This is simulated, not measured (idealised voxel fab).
process module | voxel self aligned contacts
Section cut is 150 nm wide and gridded with 5 nm square cells.
This document writes a cross-section as a grid whose cells are square, and gives it as bands, listed from the top down; one or more rows of cells form a band. The band entry comprises the height of the band's top followed by the height of its bottom, expressed in nm, and subsequently the band's materials from left to right, each stated together with its width in nm. Where a single material is marked with the word "edge to edge", that material fills the band from edge to edge. The word "empty" represents empty space. The reference from which all heights are counted is 0, the level beneath which the as-received wafer is entirely one material; the lowest band, having no lower bound, proceeds downward and is written after the example "0 -> down". Read "30..40" as a graded width: first number on top, second number at the bottom, same change between each pair of neighbouring rows. Step note "no alterations made" = no cross-section cell changed. "Enclosed void inventory" - sealed voids, min. 8 cells, no opening to top; format: width x height at distance (distance from left edge; nm throughout). Post-settings text on a step line: simulator's own remark regarding the step. The line of a step may include "overlay nm". On a step with a mask, this value is how far to the right of its planned place the mask lay. A negative value means the mask lay to the left.

plan:
1) RECEIVE,material Si
2) CONFORMAL_DEP,material SiO2,thk nm 5
3) DIRECTIONAL_DEP,material polySi,thk nm 30
4) DIRECTIONAL_DEP,material SiN,thk nm 20
5) MASKED_ETCH,tone cover,mask id GATE,width nm 30,pitch nm 60,etch materials SiN,depth nm 20,overlay nm 0
6) MASKED_ETCH,tone cover,mask id GATE,width nm 30,pitch nm 60,etch materials polySi,depth nm 30,overlay nm 0
7) CONFORMAL_DEP,material SiN,thk nm 5
8) DIRECTIONAL_ETCH,etch materials SiN,depth nm 5
9) FILL_DEP,material SiO2,thk nm 20
10) CMP,height nm 65
11) DIRECTIONAL_DEP,material aC,thk nm 15
12) PATTERN,tone open,mask id CONTACT,material resist,width nm 40,thk nm 30,overlay nm 0
13) DIRECTIONAL_ETCH,etch materials aC,depth nm 15
14) STRIP,etch materials resist
15) DIRECTIONAL_ETCH,etch materials SiO2,depth nm 65
16) STRIP,etch materials aC
17) CONFORMAL_DEP,material TiN,thk nm 5
18) FILL_DEP,material W,thk nm 5
19) CMP,height nm 65
20) CONFORMAL_DEP,material SiN,thk nm 5

Cross-sectional view of the wafer in its as-received condition, corresponding to the state after step 1:
0 -> down  Si edge to edge
Enclosed void inventory: none

The cross-section shown corresponds to the wafer at the conclusion of the module. The initial structure and the process plan are those presented above; however, one mistake occurred in executing the plan:
70 -> 65  SiN edge to edge
65 -> 60  SiO2=55, then TiN=15, then W=10, then TiN=15, then SiO2=55
60 -> 45  SiO2=25, then SiN=40, then TiN=5, then W=10, then TiN=5, then SiN=40, then SiO2=25
45 -> 40  SiO2=25, then SiN=40, then TiN=20, then SiN=40, then SiO2=25
40 -> 35  SiN edge to edge
35 -> 5  polySi edge to edge
5 -> 0  SiO2 edge to edge
0 -> down  Si edge to edge
Enclosed void inventory: none
What went wrong in running the wafer? step 4 went in with a setting other than planned; the actual run was DIRECTIONAL_DEP,material SiN,thk nm 25
